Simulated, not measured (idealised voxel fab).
Process module name: voxel ribs on slabs
Square cell edge 5 nm, section width 185 nm, ID cut.
Bands, listed from the top down, are how a cross-section gets written in this document; the cross-section itself is a grid of square cells, and a band is one or more rows of them.
Look at the band entry: it leads with the top's height and the bottom's height in nm. Then it lists the materials left to right, with a width in nm for each. The word "throughout" on a single material says that material fills the band edge to edge. The word "air" is empty space.
Counting heights begins at 0, where everything beneath is, in the wafer as received, one material. The lowest band has no bottom; it goes on downwards, as "from 0 down" shows.
The two numbers in a width such as "30->40" mark its ends across the band: the first belongs to the top row of cells, the second to the bottom row, and from each row to the next the width moves by the same amount.
"same as before" -> step changed no cross-section cell.
"Enclosed voids" specifies each empty space that is not open to the top and that occupies no fewer than 8 cells, using the form width x height at distance, the distance measured from the left edge and all three quantities in nm.
On each step's line, the part that comes after the settings is the simulator's own comment on the step.
overlay nm: mask right of planned place by this much (step with mask). Neg. = left.
List of planned process steps
1,RECEIVE,material Si
2,DIRECTIONAL_DEP,material SiO2,thk nm 20
3,DIRECTIONAL_DEP,material SiN,thk nm 15
4,PATTERN,tone cover,mask id RIB,material resist,width nm 15,thk nm 20,overlay nm 0
5,DIRECTIONAL_ETCH,etch materials SiN,depth nm 5
6,STRIP,etch materials resist
7,DIRECTIONAL_DEP,material aC,thk nm 10
8,PATTERN,tone cover,mask id SLAB,material resist,width nm 65,thk nm 30,overlay nm 0
9,DIRECTIONAL_ETCH,etch materials aC,depth nm 10
10,STRIP,etch materials resist
11,DIRECTIONAL_ETCH,etch materials SiN,depth nm 10
12,STRIP,etch materials aC
13,FILL_DEP,material SiO2,thk nm 20
14,CMP,height nm 50
15,DIRECTIONAL_DEP,material TiN,thk nm 5
16,DIRECTIONAL_DEP,material aC,thk nm 15
17,PATTERN,tone cover,mask id HEATER,material resist,width nm 25,thk nm 30,overlay nm 0
18,DIRECTIONAL_ETCH,etch materials aC,depth nm 15
19,STRIP,etch materials resist
20,DIRECTIONAL_ETCH,etch materials TiN,depth nm 5
21,STRIP,etch materials aC
22,CONFORMAL_DEP,material SiO2,thk nm 5
As-received state of the wafer in cross-section, equivalent to post-step 1
> from 0 down | Si throughout
> Enclosed voids: none
Here's the cross-section of the first of our two wafers at the end of the module - it ran as planned
> from 60 to 55 | air=75 / SiO2=35 / air=75
> from 55 to 50 | SiO2=80 / TiN=25 / SiO2=80
> from 50 to 35 | SiO2 throughout
> from 35 to 30 | SiO2=85 / SiN=15 / SiO2=85
> from 30 to 20 | SiO2=60 / SiN=65 / SiO2=60
> from 20 to 0 | SiO2 throughout
> from 0 down | Si throughout
> Enclosed voids: none
Cross-section, wafer two of two, end of module: same start and plan as wafer one, one error in execution
> from 60 to 55 | air=75 / SiO2=35 / air=75
> from 55 to 50 | SiO2=80 / TiN=25 / SiO2=80
> from 50 to 40 | SiO2=60 / SiN=65 / SiO2=60
> from 40 to 0 | SiO2 throughout
> from 0 down | Si throughout
> Enclosed voids: none
Misprocessing identified: step 2, plan: ran twice
Heads up, by the end the second wafer has more or fewer cells of some materials compared to the first: SiN -3, SiO2 +3
